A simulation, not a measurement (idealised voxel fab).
process module | voxel air gaps
cross-section cut | 250 nm wide | cells 5 nm
A cross-section is a grid of square cells, given in bands from the top down. A band is one or more rows of cells.
Each band's line starts with the height of the band's top and of its bottom, in nm. Then come its materials from left to right, each with its width in nm. One material with "throughout" fills the band from edge to edge. "air" is empty space.
Height 0 is the level under which the wafer as received is all one material. The lowest band goes on downwards, as in "0 down".
A width such as "30 to 40" changes by the same amount from each row of cells to the next, from the band's top row to its bottom row.
"no change" after a step means that no cell of the cross-section changed.
closed voids: empty space of 8 cells or more with no open way to the top, each as width x height at its distance from the left edge, in nm
after a step's settings: what the simulator itself notes on the step
overlay nm, on a step with a mask: how far to the right of its planned place the mask lay; to the left if negative
plan
1 op RECEIVE | material Si
2 op CONFORMAL_DEP | material SiO2 | thk nm 15
3 op CONFORMAL_DEP | material SiCN | thk nm 5
4 op DIRECTIONAL_DEP | material SiO2 | thk nm 30
5 op MASKED_ETCH | tone open | mask id LINES | width nm 20 | pitch nm 50 | etch materials SiO2 | depth nm 30 | overlay nm 0
6 op CONFORMAL_DEP | material TiN | thk nm 5
7 op FILL_DEP | material W | thk nm 10
8 op CMP | height nm 50
9 op EPI | material Ru | thk nm 10
10 op SELECTIVE_ETCH | etch materials SiO2 | depth nm 40
11 op CONFORMAL_DEP | material SiCN | thk nm 5
as received, after step 1
  0 down: Si throughout
  closed voids: none
first wafer at the end, as planned
  65 to 60: air 25 | SiCN 200 | air 25
  60 to 50: air 25 | SiCN 5 | Ru 40 | SiCN 10 | Ru 40 | SiCN 10 | Ru 40 | SiCN 10 | Ru 40 | SiCN 5 | air 25
  50 to 45: air 25 | SiCN 15 | TiN 5 | W 10 | TiN 5 | SiCN 30 | TiN 5 | W 10 | TiN 5 | SiCN 30 | TiN 5 | W 10 | TiN 5 | SiCN 30 | TiN 5 | W 10 | TiN 5 | SiCN 15 | air 25
  45 to 25: air 35 | SiCN 5 | TiN 5 | W 10 | TiN 5 | SiCN 5 | air 20 | SiCN 5 | TiN 5 | W 10 | TiN 5 | SiCN 5 | air 20 | SiCN 5 | TiN 5 | W 10 | TiN 5 | SiCN 5 | air 20 | SiCN 5 | TiN 5 | W 10 | TiN 5 | SiCN 5 | air 35
  25 to 20: SiCN 40 | TiN 20 | SiCN 30 | TiN 20 | SiCN 30 | TiN 20 | SiCN 30 | TiN 20 | SiCN 40
  20 to 15: SiCN throughout
  15 to 0: SiO2 throughout
  0 down: Si throughout
  closed voids: 20 x 20 at 65; 20 x 20 at 115; 20 x 20 at 165
second wafer at the end: like start, like plan, one mistake
  65 to 60: air 25 | SiCN 200 | air 25
  60 to 50: air 25 | SiCN 5 | Ru 40 | SiCN 10 | Ru 40 | SiCN 10 | Ru 40 | SiCN 10 | Ru 40 | SiCN 5 | air 25
  50 to 45: air 25 | SiCN 15 | TiN 5 | W 10 | TiN 5 | SiCN 30 | TiN 5 | W 10 | TiN 5 | SiCN 30 | TiN 5 | W 10 | TiN 5 | SiCN 30 | TiN 5 | W 10 | TiN 5 | SiCN 15 | air 25
  45 to 25: air 35 | SiCN 5 | TiN 5 | W 10 | TiN 5 | SiCN 5 | air 20 | SiCN 5 | TiN 5 | W 10 | TiN 5 | SiCN 5 | air 20 | SiCN 5 | TiN 5 | W 10 | TiN 5 | SiCN 5 | air 20 | SiCN 5 | TiN 5 | W 10 | TiN 5 | SiCN 5 | air 35
  25 to 20: SiCN 40 | TiN 20 | SiCN 30 | TiN 20 | SiCN 30 | TiN 20 | SiCN 30 | TiN 20 | SiCN 40
  20 to 15: SiCN throughout
  15 to 0: TiN throughout
  0 down: Si throughout
  closed voids: 20 x 20 at 65; 20 x 20 at 115; 20 x 20 at 165
what went wrong: step 2 ran as: op CONFORMAL_DEP | material TiN | thk nm 15
at the end the second wafer has, in cells: 150 fewer of SiO2 | 150 more of TiN
